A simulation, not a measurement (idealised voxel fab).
You're looking at the process module voxel wiring stack.
cross-section cut | 285 nm wide | cells 5 nm
Cross-sections here: square-cell grids, written as top-down lists of bands, a band being one or more rows of cells. Per band: top height and bottom height in nm, followed by the left-to-right materials and their widths in nm; "full width" marks a single material spanning edge to edge, "empty" marks empty space. Heights are measured from 0, the level below which the as-received wafer is all one material; the lowest band has no bottom and continues downward, written as in "0..down". Think of "30 to 40" as a width that walks from the first number to the second as you go down the band, top row to bottom row, taking equal-sized steps from row to row. Given "no alteration" for a step, no cell of the cross-section differs between before and after that step. Basically, "Sealed void inventory" tells you about the enclosed voids: empty spaces with no open way to the top, 8 cells or bigger, each written width x height at distance, where distance is from the left edge, all in nm. Where a step's line continues beyond its settings, the continuation is a remark by the simulator itself on that step. What "overlay nm" on a step's line means: if the step has a mask, that mask lay this far to the right of its planned place, or, when the value is negative, to the left.
-- Steps planned for the process
1. RECEIVE (material Si)
2. CONFORMAL_DEP (material SiO2; thk nm 15)
3. DIRECTIONAL_DEP (material TiN; thk nm 5)
4. DIRECTIONAL_DEP (material Ru; thk nm 15)
5. PATTERN (tone cover; mask id METAL_1; material resist; width nm 25; pitch nm 40; thk nm 20; overlay nm 0)
6. DIRECTIONAL_ETCH (etch materials Ru; depth nm 15)
7. DIRECTIONAL_ETCH (etch materials TiN; depth nm 5)
8. STRIP (etch materials resist)
9. CONFORMAL_DEP (material SiCN; thk nm 5)
10. FILL_DEP (material SiO2; thk nm 10)
11. CMP (height nm 35)
12. CONFORMAL_DEP (material SiCN; thk nm 5)
13. DIRECTIONAL_DEP (material SiO2; thk nm 25)
14. PATTERN (tone open; mask id METAL_2_HOLES; material resist; width nm 15; pitch nm 40; thk nm 20; overlay nm 0)
15. DIRECTIONAL_ETCH (etch materials SiO2; depth nm 25)
16. STRIP (etch materials resist)
17. DIRECTIONAL_DEP (material aC; thk nm 10)
18. PATTERN (tone open; mask id METAL_2; material resist; width nm 25; pitch nm 40; thk nm 25; overlay nm 0)
19. DIRECTIONAL_ETCH (etch materials aC; depth nm 10)
20. STRIP (etch materials resist)
21. DIRECTIONAL_ETCH (etch materials SiO2; depth nm 15)
22. DIRECTIONAL_ETCH (etch materials SiCN; depth nm 5)
23. STRIP (etch materials aC)
24. CONFORMAL_DEP (material TiN; thk nm 5)
25. FILL_DEP (material Ru; thk nm 10)
26. CMP (height nm 65)
27. CONFORMAL_DEP (material SiN; thk nm 5)
-- as received, after step 1
  0..down  Si full width
  Sealed void inventory: none
-- Post-module cross-section of the first of two wafers (run per plan)
  70..65  SiN full width
  65..55  90 of SiO2  5 of TiN  15 of Ru  5 of TiN  15 of SiO2  5 of TiN  15 of Ru  5 of TiN  15 of SiO2  5 of TiN  15 of Ru  5 of TiN  90 of SiO2
  55..50  90 of SiO2  5 of TiN  5 of Ru  15 of TiN  15 of SiO2  5 of TiN  5 of Ru  15 of TiN  15 of SiO2  5 of TiN  5 of Ru  15 of TiN  90 of SiO2
  50..40  90 of SiO2  5 of TiN  5 of Ru  5 of TiN  25 of SiO2  5 of TiN  5 of Ru  5 of TiN  25 of SiO2  5 of TiN  5 of Ru  5 of TiN  100 of SiO2
  40..35  90 of SiCN  15 of TiN  25 of SiCN  15 of TiN  25 of SiCN  15 of TiN  100 of SiCN
  35..20  85 of SiO2  5 of SiCN  25 of Ru  5 of SiCN  5 of SiO2  5 of SiCN  25 of Ru  5 of SiCN  5 of SiO2  5 of SiCN  25 of Ru  5 of SiCN  85 of SiO2
  20..15  90 of SiCN  25 of TiN  15 of SiCN  25 of TiN  15 of SiCN  25 of TiN  90 of SiCN
  15..0  SiO2 full width
  0..down  Si full width
  Sealed void inventory: none
-- Second wafer through the module, sectioned at the end: same beginning and same plan as the first wafer, with one mistake in carrying it out
  70..65  SiN full width
  65..55  Ru full width
  55..50  85 of Ru  25 of TiN  15 of Ru  25 of TiN  15 of Ru  25 of TiN  95 of Ru
  50..45  85 of Ru  5 of TiN  15 of SiO2  5 of TiN  15 of Ru  5 of TiN  15 of SiO2  5 of TiN  15 of Ru  5 of TiN  15 of SiO2  5 of TiN  95 of Ru
  45..40  90 of TiN  15 of SiO2  25 of TiN  15 of SiO2  25 of TiN  15 of SiO2  100 of TiN
  40..35  105 of SiCN  10 of TiN  30 of SiCN  10 of TiN  30 of SiCN  10 of TiN  90 of SiCN
  35..20  85 of SiO2  5 of SiCN  25 of Ru  5 of SiCN  5 of SiO2  5 of SiCN  25 of Ru  5 of SiCN  5 of SiO2  5 of SiCN  25 of Ru  5 of SiCN  85 of SiO2
  20..15  90 of SiCN  25 of TiN  15 of SiCN  25 of TiN  15 of SiCN  25 of TiN  90 of SiCN
  15..0  SiO2 full width
  0..down  Si full width
  Sealed void inventory: none
Short version of what went wrong: step 14 was processed under conditions differing from the plan, specifically as PATTERN (tone cover; mask id METAL_2_HOLES; material resist; width nm 15; pitch nm 40; thk nm 20; overlay nm 0)
End of process, cell counts, second wafer against first, materials with more or fewer: Ru: 171 more | SiCN: 3 more | SiO2: 204 fewer | TiN: 30 more
